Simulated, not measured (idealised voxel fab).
Name of the process module below: voxel wiring stack
Displayed cross-section: cut, width of 245 nm, square cells sized 5 nm.
A cross-section is a grid of square cells, given in bands from the top down. A band is one or more rows of cells.
It is stipulated that each band's entry specify, in nanometres, the height of the top of the band and then that of its bottom, followed by the materials of the band in left-to-right sequence, each together with its width in nanometres. A single material marked by the word "throughout" is understood to fill the band from edge to edge; the word "blank" is understood to denote empty space.
Beneath 0, the wafer as received is one material, and that level is where height counting begins. The lowest band goes on downward without a bottom; it is written like "0 down".
Read "30->40" as a graded width: first number on top, second number at the bottom, same change between each pair of neighbouring rows.
The designation "nothing changed", where it is given for a processing step, indicates that no cell of the cross-section was altered in the course of that step.
"Sealed void inventory": empty spaces of 8 cells or more with no open way to the top, each given as width x height at distance, distance from the left edge, all in nm.
Formally, on a step line, whatever follows the settings is a remark that the simulator itself makes on the step.
On any step carrying a mask, the "overlay nm" setting, if present on the step's line, tells how far right of its planned place the mask lay; negative values point to the left.
[Set out below are the planned steps of the process]
1: RECEIVE (material Si)
2: CONFORMAL_DEP (material SiO2; thk nm 15)
3: DIRECTIONAL_DEP (material TiN; thk nm 5)
4: DIRECTIONAL_DEP (material Ru; thk nm 15)
5: MASKED_ETCH (tone cover; mask id METAL_1; width nm 30; pitch nm 60; etch materials Ru; depth nm 15; overlay nm 0)
6: MASKED_ETCH (tone cover; mask id METAL_1; width nm 30; pitch nm 60; etch materials TiN; depth nm 5; overlay nm 0)
7: CONFORMAL_DEP (material SiCN; thk nm 5)
8: FILL_DEP (material SiO2; thk nm 5)
9: CMP (height nm 35)
10: CONFORMAL_DEP (material SiCN; thk nm 5)
11: DIRECTIONAL_DEP (material lowk; thk nm 25)
12: PATTERN (tone open; mask id METAL_2; material resist; width nm 30; pitch nm 60; thk nm 20; overlay nm 0)
13: DIRECTIONAL_ETCH (etch materials lowk; depth nm 15)
14: STRIP (etch materials resist)
15: PATTERN (tone open; mask id METAL_2_HOLES; material resist; width nm 15; pitch nm 120; thk nm 15; overlay nm 0)
16: DIRECTIONAL_ETCH (etch materials lowk; depth nm 10)
17: DIRECTIONAL_ETCH (etch materials SiCN; depth nm 5)
18: STRIP (etch materials resist)
19: CONFORMAL_DEP (material TiN; thk nm 5)
20: FILL_DEP (material Cu; thk nm 5)
21: CMP (height nm 65)
22: CONFORMAL_DEP (material SiCN; thk nm 5)
23: DIRECTIONAL_DEP (material SiO2; thk nm 30)
24: MASKED_ETCH (tone open; mask id METAL_3; width nm 30; pitch nm 60; etch materials SiO2; depth nm 15; overlay nm 0)
25: DIRECTIONAL_DEP (material aC; thk nm 10)
26: PATTERN (tone open; mask id METAL_3_HOLES; material resist; width nm 15; pitch nm 120; thk nm 25; overlay nm 0)
27: DIRECTIONAL_ETCH (etch materials aC; depth nm 10)
28: STRIP (etch materials resist)
29: DIRECTIONAL_ETCH (etch materials SiO2; depth nm 15)
30: DIRECTIONAL_ETCH (etch materials SiCN; depth nm 5)
31: STRIP (etch materials aC)
32: CONFORMAL_DEP (material TiN; thk nm 5)
33: FILL_DEP (material Cu; thk nm 10)
34: CMP (height nm 100)
35: CONFORMAL_DEP (material SiCN; thk nm 5)
36: DIRECTIONAL_DEP (material lowk; thk nm 10)
37: MASKED_ETCH (tone open; mask id PLUG_3; width nm 15; pitch nm 60; etch materials lowk; depth nm 10; overlay nm 0)
38: MASKED_ETCH (tone open; mask id PLUG_3; width nm 15; pitch nm 60; etch materials SiCN; depth nm 5; overlay nm 0)
39: CONFORMAL_DEP (material TiN; thk nm 5)
40: FILL_DEP (material Cu; thk nm 5)
41: CMP (height nm 115)
42: CONFORMAL_DEP (material SiN; thk nm 5)
43: DIRECTIONAL_DEP (material SiO2; thk nm 25)
44: PATTERN (tone open; mask id METAL_4; material resist; width nm 30; pitch nm 60; thk nm 15; overlay nm 0)
45: DIRECTIONAL_ETCH (etch materials SiO2; depth nm 25)
46: DIRECTIONAL_ETCH (etch materials SiN; depth nm 5)
47: STRIP (etch materials resist)
48: CONFORMAL_DEP (material TiN; thk nm 5)
49: FILL_DEP (material W; thk nm 10)
50: CMP (height nm 145)
51: EPI (material Ru; thk nm 5)
52: FILL_DEP (material SiCN; thk nm 5)
Where the wafers of this document differ is in the width nm of step 26; they start out the same, and the plan states the value that applied to the first wafer.
[After step 1, as received: first of several wafers, cross-section]
0 down = Si throughout
Sealed void inventory: none
[first wafer at the end, after step 52]
155 to 150 = SiCN throughout
150 to 145 = SiCN 40 nm, then Ru 40 nm, then SiCN 20 nm, then Ru 40 nm, then SiCN 20 nm, then Ru 40 nm, then SiCN 45 nm
145 to 120 = SiO2 45 nm, then TiN 5 nm, then W 20 nm, then TiN 5 nm, then SiO2 30 nm, then TiN 5 nm, then W 20 nm, then TiN 5 nm, then SiO2 30 nm, then TiN 5 nm, then W 20 nm, then TiN 5 nm, then SiO2 50 nm
120 to 115 = SiN 45 nm, then TiN 30 nm, then SiN 30 nm, then TiN 30 nm, then SiN 30 nm, then TiN 30 nm, then SiN 50 nm
115 to 105 = lowk 45 nm, then TiN 5 nm, then Cu 5 nm, then TiN 5 nm, then lowk 45 nm, then TiN 5 nm, then Cu 5 nm, then TiN 5 nm, then lowk 45 nm, then TiN 5 nm, then Cu 5 nm, then TiN 5 nm, then lowk 65 nm
105 to 100 = SiCN 45 nm, then TiN 15 nm, then SiCN 45 nm, then TiN 15 nm, then SiCN 45 nm, then TiN 15 nm, then SiCN 65 nm
100 to 90 = SiO2 45 nm, then TiN 5 nm, then Cu 20 nm, then TiN 5 nm, then SiO2 30 nm, then TiN 5 nm, then Cu 20 nm, then TiN 5 nm, then SiO2 30 nm, then TiN 5 nm, then Cu 20 nm, then TiN 5 nm, then SiO2 50 nm
90 to 85 = SiO2 45 nm, then TiN 5 nm, then Cu 5 nm, then TiN 20 nm, then SiO2 30 nm, then TiN 30 nm, then SiO2 30 nm, then TiN 5 nm, then Cu 5 nm, then TiN 20 nm, then SiO2 50 nm
85 to 70 = SiO2 45 nm, then TiN 5 nm, then Cu 5 nm, then TiN 5 nm, then SiO2 105 nm, then TiN 5 nm, then Cu 5 nm, then TiN 5 nm, then SiO2 65 nm
70 to 65 = SiCN 45 nm, then TiN 15 nm, then SiCN 105 nm, then TiN 15 nm, then SiCN 65 nm
65 to 55 = lowk 45 nm, then TiN 5 nm, then Cu 20 nm, then TiN 5 nm, then lowk 30 nm, then TiN 5 nm, then Cu 20 nm, then TiN 5 nm, then lowk 30 nm, then TiN 5 nm, then Cu 20 nm, then TiN 5 nm, then lowk 50 nm
55 to 50 = lowk 45 nm, then TiN 5 nm, then Cu 5 nm, then TiN 20 nm, then lowk 30 nm, then TiN 30 nm, then lowk 30 nm, then TiN 5 nm, then Cu 5 nm, then TiN 20 nm, then lowk 50 nm
50 to 40 = lowk 45 nm, then TiN 5 nm, then Cu 5 nm, then TiN 5 nm, then lowk 105 nm, then TiN 5 nm, then Cu 5 nm, then TiN 5 nm, then lowk 65 nm
40 to 35 = SiCN 45 nm, then TiN 15 nm, then SiCN 105 nm, then TiN 15 nm, then SiCN 65 nm
35 to 20 = SiO2 40 nm, then SiCN 5 nm, then Ru 30 nm, then SiCN 5 nm, then SiO2 20 nm, then SiCN 5 nm, then Ru 30 nm, then SiCN 5 nm, then SiO2 20 nm, then SiCN 5 nm, then Ru 30 nm, then SiCN 5 nm, then SiO2 45 nm
20 to 15 = SiCN 45 nm, then TiN 30 nm, then SiCN 30 nm, then TiN 30 nm, then SiCN 30 nm, then TiN 30 nm, then SiCN 50 nm
15 to 0 = SiO2 throughout
0 down = Si throughout
Sealed void inventory: none
[The final wafer, sectioned at module end]
155 to 150 = SiCN throughout
150 to 145 = SiCN 40 nm, then Ru 40 nm, then SiCN 20 nm, then Ru 40 nm, then SiCN 20 nm, then Ru 40 nm, then SiCN 45 nm
145 to 120 = SiO2 45 nm, then TiN 5 nm, then W 20 nm, then TiN 5 nm, then SiO2 30 nm, then TiN 5 nm, then W 20 nm, then TiN 5 nm, then SiO2 30 nm, then TiN 5 nm, then W 20 nm, then TiN 5 nm, then SiO2 50 nm
120 to 115 = SiN 45 nm, then TiN 30 nm, then SiN 30 nm, then TiN 30 nm, then SiN 30 nm, then TiN 30 nm, then SiN 50 nm
115 to 105 = lowk 45 nm, then TiN 5 nm, then Cu 5 nm, then TiN 5 nm, then lowk 45 nm, then TiN 5 nm, then Cu 5 nm, then TiN 5 nm, then lowk 45 nm, then TiN 5 nm, then Cu 5 nm, then TiN 5 nm, then lowk 65 nm
105 to 100 = SiCN 45 nm, then TiN 15 nm, then SiCN 45 nm, then TiN 15 nm, then SiCN 45 nm, then TiN 15 nm, then SiCN 65 nm
100 to 90 = SiO2 40 nm, then TiN 5 nm, then Cu 25 nm, then TiN 5 nm, then SiO2 30 nm, then TiN 5 nm, then Cu 20 nm, then TiN 5 nm, then SiO2 25 nm, then TiN 5 nm, then Cu 25 nm, then TiN 5 nm, then SiO2 50 nm
90 to 85 = SiO2 40 nm, then TiN 10 nm, then Cu 15 nm, then TiN 10 nm, then SiO2 30 nm, then TiN 30 nm, then SiO2 25 nm, then TiN 10 nm, then Cu 15 nm, then TiN 10 nm, then SiO2 50 nm
85 to 70 = SiO2 45 nm, then TiN 5 nm, then Cu 15 nm, then TiN 5 nm, then SiO2 95 nm, then TiN 5 nm, then Cu 15 nm, then TiN 5 nm, then SiO2 55 nm
70 to 65 = SiCN 45 nm, then TiN 25 nm, then SiCN 95 nm, then TiN 25 nm, then SiCN 55 nm
65 to 55 = lowk 45 nm, then TiN 5 nm, then Cu 20 nm, then TiN 5 nm, then lowk 30 nm, then TiN 5 nm, then Cu 20 nm, then TiN 5 nm, then lowk 30 nm, then TiN 5 nm, then Cu 20 nm, then TiN 5 nm, then lowk 50 nm
55 to 50 = lowk 45 nm, then TiN 5 nm, then Cu 5 nm, then TiN 20 nm, then lowk 30 nm, then TiN 30 nm, then lowk 30 nm, then TiN 5 nm, then Cu 5 nm, then TiN 20 nm, then lowk 50 nm
50 to 40 = lowk 45 nm, then TiN 5 nm, then Cu 5 nm, then TiN 5 nm, then lowk 105 nm, then TiN 5 nm, then Cu 5 nm, then TiN 5 nm, then lowk 65 nm
40 to 35 = SiCN 45 nm, then TiN 15 nm, then SiCN 105 nm, then TiN 15 nm, then SiCN 65 nm
35 to 20 = SiO2 40 nm, then SiCN 5 nm, then Ru 30 nm, then SiCN 5 nm, then SiO2 20 nm, then SiCN 5 nm, then Ru 30 nm, then SiCN 5 nm, then SiO2 20 nm, then SiCN 5 nm, then Ru 30 nm, then SiCN 5 nm, then SiO2 45 nm
20 to 15 = SiCN 45 nm, then TiN 30 nm, then SiCN 30 nm, then TiN 30 nm, then SiCN 30 nm, then TiN 30 nm, then SiCN 50 nm
15 to 0 = SiO2 throughout
0 down = Si throughout
Sealed void inventory: none
[The following table contains a row per wafer, in which are reported, at the conclusion of the module, the cells of each material gained (+) or lost (-) since the wafer's receipt, with its closed voids given thereafter]
width nm 15; +68 Cu; +78 Ru; +249 SiCN; +31 SiN; +599 SiO2; +175 TiN; +60 W; +259 lowk; Sealed void inventory: none
width nm 20; +76 Cu; +78 Ru; +247 SiCN; +31 SiN; +593 SiO2; +175 TiN; +60 W; +259 lowk; Sealed void inventory: none
width nm 25; +80 Cu; +78 Ru; +247 SiCN; +31 SiN; +587 SiO2; +177 TiN; +60 W; +259 lowk; Sealed void inventory: none
width nm 30; +88 Cu; +78 Ru; +245 SiCN; +31 SiN; +581 SiO2; +177 TiN; +60 W; +259 lowk; Sealed void inventory: none
